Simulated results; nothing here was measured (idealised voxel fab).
The name of this process module is voxel capacitor over wiring.
Square cells of 5 nm make up the cross-section cut, whose width is 150 nm.
Cross-section, as written here: a square-cell grid given band by band from the top down, where a band holds one or more rows of cells. The band entry comprises the height of the band's top followed by the height of its bottom, expressed in nm, and subsequently the band's materials from left to right, each stated together with its width in nm. Where a single material is marked with the word "all across", that material fills the band from edge to edge. The word "empty" represents empty space. Height datum 0, below which the as-received substrate wafer is one material. Lowest band open at the bottom, running downward: "top 0, no bottom". Graded width ("30 to 40"): value in top row of band = first number; value in bottom row = second number; row-to-row change constant. The designation "no change occurred", where it is given for a processing step, indicates that no cell of the cross-section was altered in the course of that step. This entry, "Enclosed cavity list", enumerates those empty regions of no fewer than 8 cells that possess no open connection to the top. Each region is reported in the form width x height at distance, the distance being taken from the left edge, with all three quantities expressed in nm. On each step's line, the part that comes after the settings is the simulator's own comment on the step. On any step carrying a mask, the "overlay nm" setting, if present on the step's line, tells how far right of its planned place the mask lay; negative values point to the left.
### Here's what the planned process steps look like
step 1: RECEIVE | material Si
step 2: CONFORMAL_DEP | material SiO2 | thk nm 15
step 3: CONFORMAL_DEP | material SiN | thk nm 5
step 4: DIRECTIONAL_DEP | material lowk | thk nm 25
step 5: PATTERN | tone open | mask id METAL_1 | material resist | width nm 25 | pitch nm 95 | thk nm 20 | overlay nm 0
step 6: DIRECTIONAL_ETCH | etch materials lowk | depth nm 25
step 7: DIRECTIONAL_ETCH | etch materials SiN | depth nm 5
step 8: STRIP | etch materials resist
step 9: CONFORMAL_DEP | material TiN | thk nm 5
step 10: FILL_DEP | material Cu | thk nm 10
step 11: CMP | height nm 45
step 12: CONFORMAL_DEP | material SiCN | thk nm 5
step 13: DIRECTIONAL_DEP | material lowk | thk nm 20
step 14: DIRECTIONAL_DEP | material aC | thk nm 15
step 15: PATTERN | tone open | mask id PLUG_1 | material resist | width nm 15 | thk nm 35 | overlay nm 0
step 16: DIRECTIONAL_ETCH | etch materials aC | depth nm 15
step 17: STRIP | etch materials resist
step 18: DIRECTIONAL_ETCH | etch materials lowk | depth nm 20
step 19: DIRECTIONAL_ETCH | etch materials SiCN | depth nm 5
step 20: STRIP | etch materials aC
step 21: CONFORMAL_DEP | material TiN | thk nm 5
step 22: FILL_DEP | material Ru | thk nm 10
step 23: CMP | height nm 70
step 24: DIRECTIONAL_DEP | material TiN | thk nm 5
step 25: DIRECTIONAL_DEP | material Al2O3 | thk nm 5
step 26: DIRECTIONAL_DEP | material TiN | thk nm 10
step 27: DIRECTIONAL_DEP | material aC | thk nm 10
step 28: PATTERN | tone cover | mask id UPPER_PLATE | material resist | width nm 75 | thk nm 30 | overlay nm 0
step 29: DIRECTIONAL_ETCH | etch materials aC | depth nm 10
step 30: STRIP | etch materials resist
step 31: DIRECTIONAL_ETCH | etch materials TiN | depth nm 10
step 32: DIRECTIONAL_ETCH | etch materials Al2O3 | depth nm 5
step 33: STRIP | etch materials aC
step 34: MASKED_ETCH | tone cover | mask id LOWER_PLATE | width nm 85 | etch materials TiN | depth nm 5 | overlay nm 0
step 35: FILL_DEP | material SiO2 | thk nm 20
step 36: CMP | height nm 105
step 37: DIRECTIONAL_DEP | material aC | thk nm 15
step 38: PATTERN | tone open | mask id PLUG_2 | material resist | width nm 15 | thk nm 30 | overlay nm 0
step 39: DIRECTIONAL_ETCH | etch materials aC | depth nm 15
step 40: STRIP | etch materials resist
step 41: DIRECTIONAL_ETCH | etch materials SiO2 | depth nm 15
step 42: STRIP | etch materials aC
step 43: CONFORMAL_DEP | material TiN | thk nm 5
step 44: FILL_DEP | material Cu | thk nm 10
step 45: CMP | height nm 105
step 46: CONFORMAL_DEP | material SiN | thk nm 5
### Below: the first of two wafers, run as planned
### Step 1 complete: cross-section of the wafer as received
- top 0, no bottom: Si all across
- Enclosed cavity list: none
### After step 2: wafer cross-section
- top 15, bottom 0: SiO2 all across
- Beneath the level 0, the cross-section is identical to its previous state.
### After step 3: wafer cross-section
- top 20, bottom 15: SiN all across
- Beneath the level 15, the cross-section is identical to its previous state.
### After step 4: wafer cross-section
- top 45, bottom 20: lowk all across
- Beneath the level 20, the cross-section is identical to its previous state.
### After step 5: wafer cross-section
- top 65, bottom 45: resist 15; empty 25; resist 70; empty 25; resist 15
- Beneath the level 45, the cross-section is identical to its previous state.
### After step 6: wafer cross-section
- top 65, bottom 45: resist 15; empty 25; resist 70; empty 25; resist 15
- top 45, bottom 20: lowk 15; empty 25; lowk 70; empty 25; lowk 15
- Beneath the level 20, the cross-section is identical to its previous state.
### After step 7: wafer cross-section
- top 65, bottom 45: resist 15; empty 25; resist 70; empty 25; resist 15
- top 45, bottom 20: lowk 15; empty 25; lowk 70; empty 25; lowk 15
- top 20, bottom 15: SiN 15; empty 25; SiN 70; empty 25; SiN 15
- Beneath the level 15, the cross-section is identical to its previous state.
### After step 8: wafer cross-section
- top 45, bottom 20: lowk 15; empty 25; lowk 70; empty 25; lowk 15
- Beneath the level 20, the cross-section is identical to its previous state.
### After step 9: wafer cross-section
- top 50, bottom 45: TiN 20; empty 15; TiN 80; empty 15; TiN 20
- top 45, bottom 20: lowk 15; TiN 5; empty 15; TiN 5; lowk 70; TiN 5; empty 15; TiN 5; lowk 15
- top 20, bottom 15: SiN 15; TiN 25; SiN 70; TiN 25; SiN 15
- Beneath the level 15, the cross-section is identical to its previous state.
### After step 10: wafer cross-section
- top 60, bottom 50: Cu all across
- top 50, bottom 45: TiN 20; Cu 15; TiN 80; Cu 15; TiN 20
- top 45, bottom 20: lowk 15; TiN 5; Cu 15; TiN 5; lowk 70; TiN 5; Cu 15; TiN 5; lowk 15
- Beneath the level 20, the cross-section is identical to its previous state.
### After step 11: wafer cross-section
- top 45, bottom 20: lowk 15; TiN 5; Cu 15; TiN 5; lowk 70; TiN 5; Cu 15; TiN 5; lowk 15
- Beneath the level 20, the cross-section is identical to its previous state.
### After step 12: wafer cross-section
- top 50, bottom 45: SiCN all across
- Beneath the level 45, the cross-section is identical to its previous state.
### After step 13: wafer cross-section
- top 70, bottom 50: lowk all across
- Beneath the level 50, the cross-section is identical to its previous state.
### After step 14: wafer cross-section
- top 85, bottom 70: aC all across
- Beneath the level 70, the cross-section is identical to its previous state.
### After step 15: wafer cross-section
- top 120, bottom 85: resist 25; empty 15; resist 110
- Beneath the level 85, the cross-section is identical to its previous state.
### After step 16: wafer cross-section
- top 105, bottom 85: resist 25; empty 15; resist 110
- top 85, bottom 70: aC 25; empty 15; aC 110
- Beneath the level 70, the cross-section is identical to its previous state.
### After step 17: wafer cross-section
- top 85, bottom 70: aC 25; empty 15; aC 110
- Beneath the level 70, the cross-section is identical to its previous state.
### After step 18: wafer cross-section
- top 85, bottom 70: aC 25; empty 15; aC 110
- top 70, bottom 50: lowk 25; empty 15; lowk 110
- Beneath the level 50, the cross-section is identical to its previous state.
### After step 19: wafer cross-section
- top 85, bottom 70: aC 25; empty 15; aC 110
- top 70, bottom 50: lowk 25; empty 15; lowk 110
- top 50, bottom 45: SiCN 25; empty 15; SiCN 110
- Beneath the level 45, the cross-section is identical to its previous state.
### After step 20: wafer cross-section
- top 70, bottom 50: lowk 25; empty 15; lowk 110
- Beneath the level 50, the cross-section is identical to its previous state.
### After step 21: wafer cross-section
- top 75, bottom 70: TiN 30; empty 5; TiN 115
- top 70, bottom 50: lowk 25; TiN 5; empty 5; TiN 5; lowk 110
- top 50, bottom 45: SiCN 25; TiN 15; SiCN 110
- Beneath the level 45, the cross-section is identical to its previous state.
### After step 22: wafer cross-section
- top 85, bottom 75: Ru all across
- top 75, bottom 70: TiN 30; Ru 5; TiN 115
- top 70, bottom 50: lowk 25; TiN 5; Ru 5; TiN 5; lowk 110
- Beneath the level 50, the cross-section is identical to its previous state.
### After step 23: wafer cross-section
- top 70, bottom 50: lowk 25; TiN 5; Ru 5; TiN 5; lowk 110
- Beneath the level 50, the cross-section is identical to its previous state.
### After step 24: wafer cross-section
- top 75, bottom 70: TiN all across
- Beneath the level 70, the cross-section is identical to its previous state.
### After step 25: wafer cross-section
- top 80, bottom 75: Al2O3 all across
- Beneath the level 75, the cross-section is identical to its previous state.
### After step 26: wafer cross-section
- top 90, bottom 80: TiN all across
- Beneath the level 80, the cross-section is identical to its previous state.
### After step 27: wafer cross-section
- top 100, bottom 90: aC all across
- Beneath the level 90, the cross-section is identical to its previous state.
### After step 28: wafer cross-section
- top 130, bottom 100: empty 25; resist 75; empty 50
- Beneath the level 100, the cross-section is identical to its previous state.
### After step 29: wafer cross-section
- top 120, bottom 100: empty 25; resist 75; empty 50
- top 100, bottom 90: empty 25; aC 75; empty 50
- Beneath the level 90, the cross-section is identical to its previous state.
### After step 30: wafer cross-section
- top 100, bottom 90: empty 25; aC 75; empty 50
- Beneath the level 90, the cross-section is identical to its previous state.
### After step 31: wafer cross-section
- top 100, bottom 90: empty 25; aC 75; empty 50
- top 90, bottom 80: empty 25; TiN 75; empty 50
- Beneath the level 80, the cross-section is identical to its previous state.
### After step 32: wafer cross-section
- top 100, bottom 90: empty 25; aC 75; empty 50
- top 90, bottom 80: empty 25; TiN 75; empty 50
- top 80, bottom 75: empty 25; Al2O3 75; empty 50
- Beneath the level 75, the cross-section is identical to its previous state.
### After step 33: wafer cross-section
- top 90, bottom 80: empty 25; TiN 75; empty 50
- Beneath the level 80, the cross-section is identical to its previous state.
### After step 34: wafer cross-section
- top 90, bottom 80: empty 25; TiN 75; empty 50
- top 80, bottom 75: empty 25; Al2O3 75; empty 50
- top 75, bottom 70: empty 20; TiN 85; empty 45
- Beneath the level 70, the cross-section is identical to its previous state.
### After step 35: wafer cross-section
- top 110, bottom 90: SiO2 all across
- top 90, bottom 80: SiO2 25; TiN 75; SiO2 50
- top 80, bottom 75: SiO2 25; Al2O3 75; SiO2 50
- top 75, bottom 70: SiO2 20; TiN 85; SiO2 45
- Beneath the level 70, the cross-section is identical to its previous state.
### After step 36: wafer cross-section
- top 105, bottom 90: SiO2 all across
- Beneath the level 90, the cross-section is identical to its previous state.
### After step 37: wafer cross-section
- top 120, bottom 105: aC all across
- Beneath the level 105, the cross-section is identical to its previous state.
### After step 38: wafer cross-section
- top 150, bottom 120: resist 35; empty 15; resist 100
- Beneath the level 120, the cross-section is identical to its previous state.
### After step 39: wafer cross-section
- top 135, bottom 120: resist 35; empty 15; resist 100
- top 120, bottom 105: aC 35; empty 15; aC 100
- Beneath the level 105, the cross-section is identical to its previous state.
### After step 40: wafer cross-section
- top 120, bottom 105: aC 35; empty 15; aC 100
- Beneath the level 105, the cross-section is identical to its previous state.
### After step 41: wafer cross-section
- top 120, bottom 105: aC 35; empty 15; aC 100
- top 105, bottom 90: SiO2 35; empty 15; SiO2 100
- Beneath the level 90, the cross-section is identical to its previous state.
### After step 42: wafer cross-section
- top 105, bottom 90: SiO2 35; empty 15; SiO2 100
- Beneath the level 90, the cross-section is identical to its previous state.
### After step 43: wafer cross-section
- top 110, bottom 105: TiN 40; empty 5; TiN 105
- top 105, bottom 95: SiO2 35; TiN 5; empty 5; TiN 5; SiO2 100
- top 95, bottom 90: SiO2 35; TiN 15; SiO2 100
- Beneath the level 90, the cross-section is identical to its previous state.
### After step 44: wafer cross-section
- top 120, bottom 110: Cu all across
- top 110, bottom 105: TiN 40; Cu 5; TiN 105
- top 105, bottom 95: SiO2 35; TiN 5; Cu 5; TiN 5; SiO2 100
- Beneath the level 95, the cross-section is identical to its previous state.
### After step 45: wafer cross-section
- top 105, bottom 95: SiO2 35; TiN 5; Cu 5; TiN 5; SiO2 100
- Beneath the level 95, the cross-section is identical to its previous state.
### After step 46: wafer cross-section
- top 110, bottom 105: SiN all across
- Beneath the level 105, the cross-section is identical to its previous state.
### Here the second wafer is described. Its start and its plan were those of the first wafer. Its run contained one mistake. Up to and including step 1, it did exactly what the first wafer did
when step 2 should have ended: no change occurred
### when step 3 should have ended
- top 5, bottom 0: SiN all across
- Beneath the level 0, the cross-section is identical to its previous state.
### when step 4 should have ended
- top 30, bottom 5: lowk all across
- Beneath the level 5, the cross-section is identical to its previous state.
### when step 5 should have ended
- top 50, bottom 30: resist 15; empty 25; resist 70; empty 25; resist 15
- Beneath the level 30, the cross-section is identical to its previous state.
### when step 6 should have ended
- top 50, bottom 30: resist 15; empty 25; resist 70; empty 25; resist 15
- top 30, bottom 5: lowk 15; empty 25; lowk 70; empty 25; lowk 15
- Beneath the level 5, the cross-section is identical to its previous state.
### when step 7 should have ended
- top 50, bottom 30: resist 15; empty 25; resist 70; empty 25; resist 15
- top 30, bottom 5: lowk 15; empty 25; lowk 70; empty 25; lowk 15
- top 5, bottom 0: SiN 15; empty 25; SiN 70; empty 25; SiN 15
- Beneath the level 0, the cross-section is identical to its previous state.
### when step 8 should have ended
- top 30, bottom 5: lowk 15; empty 25; lowk 70; empty 25; lowk 15
- Beneath the level 5, the cross-section is identical to its previous state.
### when step 9 should have ended
- top 35, bottom 30: TiN 20; empty 15; TiN 80; empty 15; TiN 20
- top 30, bottom 5: lowk 15; TiN 5; empty 15; TiN 5; lowk 70; TiN 5; empty 15; TiN 5; lowk 15
- top 5, bottom 0: SiN 15; TiN 25; SiN 70; TiN 25; SiN 15
- Beneath the level 0, the cross-section is identical to its previous state.
### when step 10 should have ended
- top 45, bottom 35: Cu all across
- top 35, bottom 30: TiN 20; Cu 15; TiN 80; Cu 15; TiN 20
- top 30, bottom 5: lowk 15; TiN 5; Cu 15; TiN 5; lowk 70; TiN 5; Cu 15; TiN 5; lowk 15
- Beneath the level 5, the cross-section is identical to its previous state.
when step 11 should have ended: no change occurred
### when step 12 should have ended
- top 50, bottom 45: SiCN all across
- Beneath the level 45, the cross-section is identical to its previous state.
### when step 13 should have ended
- top 70, bottom 50: lowk all across
- Beneath the level 50, the cross-section is identical to its previous state.
### when step 14 should have ended
- top 85, bottom 70: aC all across
- Beneath the level 70, the cross-section is identical to its previous state.
### when step 15 should have ended
- top 120, bottom 85: resist 25; empty 15; resist 110
- Beneath the level 85, the cross-section is identical to its previous state.
### when step 16 should have ended
- top 105, bottom 85: resist 25; empty 15; resist 110
- top 85, bottom 70: aC 25; empty 15; aC 110
- Beneath the level 70, the cross-section is identical to its previous state.
### when step 17 should have ended
- top 85, bottom 70: aC 25; empty 15; aC 110
- Beneath the level 70, the cross-section is identical to its previous state.
### when step 18 should have ended
- top 85, bottom 70: aC 25; empty 15; aC 110
- top 70, bottom 50: lowk 25; empty 15; lowk 110
- Beneath the level 50, the cross-section is identical to its previous state.
### when step 19 should have ended
- top 85, bottom 70: aC 25; empty 15; aC 110
- top 70, bottom 50: lowk 25; empty 15; lowk 110
- top 50, bottom 45: SiCN 25; empty 15; SiCN 110
- Beneath the level 45, the cross-section is identical to its previous state.
### when step 20 should have ended
- top 70, bottom 50: lowk 25; empty 15; lowk 110
- Beneath the level 50, the cross-section is identical to its previous state.
### when step 21 should have ended
- top 75, bottom 70: TiN 30; empty 5; TiN 115
- top 70, bottom 50: lowk 25; TiN 5; empty 5; TiN 5; lowk 110
- top 50, bottom 45: SiCN 25; TiN 15; SiCN 110
- Beneath the level 45, the cross-section is identical to its previous state.
### when step 22 should have ended
- top 85, bottom 75: Ru all across
- top 75, bottom 70: TiN 30; Ru 5; TiN 115
- top 70, bottom 50: lowk 25; TiN 5; Ru 5; TiN 5; lowk 110
- Beneath the level 50, the cross-section is identical to its previous state.
### when step 23 should have ended
- top 70, bottom 50: lowk 25; TiN 5; Ru 5; TiN 5; lowk 110
- Beneath the level 50, the cross-section is identical to its previous state.
### when step 24 should have ended
- top 75, bottom 70: TiN all across
- Beneath the level 70, the cross-section is identical to its previous state.
### when step 25 should have ended
- top 80, bottom 75: Al2O3 all across
- Beneath the level 75, the cross-section is identical to its previous state.
### when step 26 should have ended
- top 90, bottom 80: TiN all across
- Beneath the level 80, the cross-section is identical to its previous state.
### when step 27 should have ended
- top 100, bottom 90: aC all across
- Beneath the level 90, the cross-section is identical to its previous state.
### when step 28 should have ended
- top 130, bottom 100: empty 25; resist 75; empty 50
- Beneath the level 100, the cross-section is identical to its previous state.
### when step 29 should have ended
- top 120, bottom 100: empty 25; resist 75; empty 50
- top 100, bottom 90: empty 25; aC 75; empty 50
- Beneath the level 90, the cross-section is identical to its previous state.
### when step 30 should have ended
- top 100, bottom 90: empty 25; aC 75; empty 50
- Beneath the level 90, the cross-section is identical to its previous state.
### when step 31 should have ended
- top 100, bottom 90: empty 25; aC 75; empty 50
- top 90, bottom 80: empty 25; TiN 75; empty 50
- Beneath the level 80, the cross-section is identical to its previous state.
### when step 32 should have ended
- top 100, bottom 90: empty 25; aC 75; empty 50
- top 90, bottom 80: empty 25; TiN 75; empty 50
- top 80, bottom 75: empty 25; Al2O3 75; empty 50
- Beneath the level 75, the cross-section is identical to its previous state.
### when step 33 should have ended
- top 90, bottom 80: empty 25; TiN 75; empty 50
- Beneath the level 80, the cross-section is identical to its previous state.
### when step 34 should have ended
- top 90, bottom 80: empty 25; TiN 75; empty 50
- top 80, bottom 75: empty 25; Al2O3 75; empty 50
- top 75, bottom 70: empty 20; TiN 85; empty 45
- Beneath the level 70, the cross-section is identical to its previous state.
### when step 35 should have ended
- top 110, bottom 90: SiO2 all across
- top 90, bottom 80: SiO2 25; TiN 75; SiO2 50
- top 80, bottom 75: SiO2 25; Al2O3 75; SiO2 50
- top 75, bottom 70: SiO2 20; TiN 85; SiO2 45
- Beneath the level 70, the cross-section is identical to its previous state.
### when step 36 should have ended
- top 105, bottom 90: SiO2 all across
- Beneath the level 90, the cross-section is identical to its previous state.
### when step 37 should have ended
- top 120, bottom 105: aC all across
- Beneath the level 105, the cross-section is identical to its previous state.
### when step 38 should have ended
- top 150, bottom 120: resist 35; empty 15; resist 100
- Beneath the level 120, the cross-section is identical to its previous state.
### when step 39 should have ended
- top 135, bottom 120: resist 35; empty 15; resist 100
- top 120, bottom 105: aC 35; empty 15; aC 100
- Beneath the level 105, the cross-section is identical to its previous state.
### when step 40 should have ended
- top 120, bottom 105: aC 35; empty 15; aC 100
- Beneath the level 105, the cross-section is identical to its previous state.
### when step 41 should have ended
- top 120, bottom 105: aC 35; empty 15; aC 100
- top 105, bottom 90: SiO2 35; empty 15; SiO2 100
- Beneath the level 90, the cross-section is identical to its previous state.
### when step 42 should have ended
- top 105, bottom 90: SiO2 35; empty 15; SiO2 100
- Beneath the level 90, the cross-section is identical to its previous state.
### when step 43 should have ended
- top 110, bottom 105: TiN 40; empty 5; TiN 105
- top 105, bottom 95: SiO2 35; TiN 5; empty 5; TiN 5; SiO2 100
- top 95, bottom 90: SiO2 35; TiN 15; SiO2 100
- Beneath the level 90, the cross-section is identical to its previous state.
### when step 44 should have ended
- top 120, bottom 110: Cu all across
- top 110, bottom 105: TiN 40; Cu 5; TiN 105
- top 105, bottom 95: SiO2 35; TiN 5; Cu 5; TiN 5; SiO2 100
- Beneath the level 95, the cross-section is identical to its previous state.
### when step 45 should have ended
- top 105, bottom 95: SiO2 35; TiN 5; Cu 5; TiN 5; SiO2 100
- Beneath the level 95, the cross-section is identical to its previous state.
### when step 46 should have ended
- top 110, bottom 105: SiN all across
- Beneath the level 105, the cross-section is identical to its previous state.
Nonconformance to the process plan: yeah, step 2 of the plan got skipped, never ran
In the final state, the cell counts of the second wafer exceed or fall short of those of the first for the following materials: +66 Cu, -90 SiO2, +24 TiN
